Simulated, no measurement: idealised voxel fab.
process module | voxel double patterning
cross-section cut | 235 nm wide | cells 5 nm
A cross-section is a grid of square cells, given in bands from the top down. A band is one or more rows of cells.
Each band's line starts with the height of the band's top and of its bottom, in nm. Then come its materials from left to right, each with its width in nm. One material with "throughout" fills the band from edge to edge. "air" is empty space.
Height 0 is the level under which the wafer as received is all one material. The lowest band goes on downwards, as in "0 down".
A width such as "30 to 40" changes by the same amount from each row of cells to the next, from the band's top row to its bottom row.
"no change" after a step means that no cell of the cross-section changed.
closed voids: empty space of 8 cells or more with no open way to the top, each as width x height at its distance from the left edge, in nm
after a step's settings: what the simulator itself notes on the step
overlay nm, on a step with a mask: how far to the right of its planned place the mask lay; to the left if negative
plan
1 op RECEIVE | material Si
2 op CONFORMAL_DEP | material SiO2 | thk nm 10
3 op DIRECTIONAL_DEP | material W | thk nm 15
4 op DIRECTIONAL_DEP | material SiN | thk nm 5
5 op PATTERN | tone open | mask id FIRST | material resist | width nm 15 | pitch nm 50 | thk nm 20 | overlay nm 0
6 op DIRECTIONAL_ETCH | etch materials SiN | depth nm 5
7 op STRIP | etch materials resist
8 op MASKED_ETCH | tone open | mask id SECOND | width nm 15 | etch materials SiN | depth nm 5 | overlay nm 0
9 op DIRECTIONAL_ETCH | etch materials W | depth nm 15
10 op STRIP | etch materials SiN
varied across the wafers: width nm of step 5. The plan shows the first wafer's value. All wafers start alike
first wafer as received, after step 1
  0 down: Si throughout
  closed voids: none
each wafer at the end: cells of each material gained (+) or lost (-) since it was received, then its closed voids
width nm 15 | +94 SiO2 | +114 W | closed voids: none
width nm 20 | +94 SiO2 | +108 W | closed voids: none
width nm 25 | +94 SiO2 | +102 W | closed voids: none
width nm 30 | +94 SiO2 | +96 W | closed voids: none
